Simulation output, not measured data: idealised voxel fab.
process module | voxel self aligned contacts
cross-section cut | 245 nm wide | cells 5 nm
A cross-section is a grid of square cells, given in bands from the top down. A band is one or more rows of cells.
Each band's line starts with the height of the band's top and of its bottom, in nm. Then come its materials from left to right, each with its width in nm. One material with "throughout" fills the band from edge to edge. "air" is empty space.
Height 0 is the level under which the wafer as received is all one material. The lowest band goes on downwards, as in "0 down".
A width such as "30 to 40" changes by the same amount from each row of cells to the next, from the band's top row to its bottom row.
"no change" after a step means that no cell of the cross-section changed.
closed voids: empty space of 8 cells or more with no open way to the top, each as width x height at its distance from the left edge, in nm
after a step's settings: what the simulator itself notes on the step
overlay nm, on a step with a mask: how far to the right of its planned place the mask lay; to the left if negative
plan
1 op RECEIVE | material Si
2 op CONFORMAL_DEP | material SiO2 | thk nm 5
3 op DIRECTIONAL_DEP | material polySi | thk nm 20
4 op DIRECTIONAL_DEP | material SiN | thk nm 25
5 op DIRECTIONAL_DEP | material aC | thk nm 10
6 op PATTERN | tone cover | mask id GATE | material resist | width nm 25 | pitch nm 70 | thk nm 30 | overlay nm 0
7 op DIRECTIONAL_ETCH | etch materials aC | depth nm 10
8 op STRIP | etch materials resist
9 op DIRECTIONAL_ETCH | etch materials SiN | depth nm 25
10 op DIRECTIONAL_ETCH | etch materials polySi | depth nm 20
11 op STRIP | etch materials aC
12 op CONFORMAL_DEP | material SiN | thk nm 10
13 op DIRECTIONAL_ETCH | etch materials SiN | depth nm 10
14 op FILL_DEP | material SiO2 | thk nm 10
15 op CMP | height nm 55
16 op MASKED_ETCH | tone open | mask id CONTACT | width nm 55 | pitch nm 70 | etch materials SiO2 | depth nm 55 | overlay nm 0
17 op CONFORMAL_DEP | material TiN | thk nm 5
18 op FILL_DEP | material W | thk nm 5
19 op CMP | height nm 55
20 op CONFORMAL_DEP | material SiCN | thk nm 5
as received, after step 1
  0 down: Si throughout
  closed voids: none
a wafer at the end: this start, this plan, one mistake
  60 to 55: SiCN throughout
  55 to 50: SiO2 60 | TiN 20 | W 20 | TiN 15 | SiO2 15 | TiN 20 | W 20 | TiN 15 | SiO2 60
  50 to 25: SiO2 35 | SiN 40 | TiN 5 | W 20 | TiN 5 | SiN 40 | TiN 5 | W 20 | TiN 5 | SiN 40 | SiO2 30
  25 to 5: SiO2 35 | SiN 10 | polySi 20 | SiN 10 | TiN 5 | W 20 | TiN 5 | SiN 10 | polySi 20 | SiN 10 | TiN 5 | W 20 | TiN 5 | SiN 10 | polySi 20 | SiN 10 | SiO2 30
  5 to 0: SiO2 75 | TiN 30 | SiO2 40 | TiN 30 | SiO2 70
  0 down: Si throughout
  closed voids: none
what went wrong: step 6 ran as: op PATTERN | tone cover | mask id GATE | material resist | width nm 20 | pitch nm 70 | thk nm 30 | overlay nm 0
